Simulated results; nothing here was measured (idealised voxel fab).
Title: Process Module voxel self aligned vias
Cross-sectional view cut (width: 140 nm; square cell size: 5 nm).
Reading order for cross-sections: top band down to bottom band. Underlying form: a grid of square cells. Band size: one or more rows of cells. Quick guide to a band line: top height, bottom height (nm) up front; then every material left to right with its width in nm. Only one material and it's marked "full width"? Then it fills the band edge to edge. And "empty" just means empty space. Heights are reckoned from 0. Under this level, the received wafer is all of one material. The bottommost band is open-ended downward, for example "0..down". Think of "30->40" as a width that walks from the first number to the second as you go down the band, top row to bottom row, taking equal-sized steps from row to row. Any step labelled "nothing altered" changed none of the cells in the cross-section. Basically, "Sealed-off cavities" tells you about the enclosed voids: empty spaces with no open way to the top, 8 cells or bigger, each written width x height at distance, where distance is from the left edge, all in nm. Post-settings text on a step line: simulator's own remark regarding the step. Steps that use a mask can have "overlay nm" on their line. It says how far the mask sat to the right of where it was meant to be. Negative means to the left.

**Process steps - plan**
1: RECEIVE,material Si
2: CONFORMAL_DEP,material SiO2,thk nm 10
3: CONFORMAL_DEP,material SiCN,thk nm 5
4: DIRECTIONAL_DEP,material lowk,thk nm 30
5: PATTERN,tone open,mask id LINES,material resist,width nm 30,pitch nm 55,thk nm 20,overlay nm 0
6: DIRECTIONAL_ETCH,etch materials lowk,depth nm 30
7: STRIP,etch materials resist
8: CONFORMAL_DEP,material TiN,thk nm 5
9: FILL_DEP,material W,thk nm 10
10: CMP,height nm 45
11: SELECTIVE_ETCH,etch materials W Ru TiN,depth nm 5
12: FILL_DEP,material SiN,thk nm 5
13: CMP,height nm 45
14: DIRECTIONAL_DEP,material lowk,thk nm 20
15: DIRECTIONAL_DEP,material aC,thk nm 15
16: PATTERN,tone open,mask id VIAS,material resist,width nm 40,thk nm 30,overlay nm 0
17: DIRECTIONAL_ETCH,etch materials aC,depth nm 15
18: STRIP,etch materials resist
19: DIRECTIONAL_ETCH,etch materials lowk,depth nm 20
20: DIRECTIONAL_ETCH,etch materials SiN,depth nm 5
21: STRIP,etch materials aC
22: CONFORMAL_DEP,material TiN,thk nm 5
23: FILL_DEP,material W,thk nm 5
24: CMP,height nm 65
25: CONFORMAL_DEP,material SiN,thk nm 5

**Cross-section of the wafer as it came to us, i.e., already through step 1**
  0..down  Si full width
  Sealed-off cavities: none

**Post-module cross-section: identical start and plan to those above, one misstep in execution**
  70..65  SiN full width
  65..50  lowk: 20, then TiN: 5, then W: 30, then TiN: 5, then lowk: 80
  50..45  lowk: 20, then TiN: 20, then W: 15, then TiN: 5, then lowk: 80
  45..40  lowk: 35, then TiN: 25, then SiN: 5, then lowk: 25, then SiN: 30, then lowk: 20
  40..20  lowk: 35, then TiN: 5, then W: 20, then TiN: 5, then lowk: 25, then TiN: 5, then W: 20, then TiN: 5, then lowk: 20
  20..15  lowk: 35, then TiN: 30, then lowk: 25, then TiN: 30, then lowk: 20
  15..10  SiCN full width
  10..0  SiO2 full width
  0..down  Si full width
  Sealed-off cavities: none
What was done differently from what was planned? in deviation from the planned setting, step 5 was conducted as PATTERN,tone open,mask id LINES,material resist,width nm 30,pitch nm 55,thk nm 20,overlay nm 10
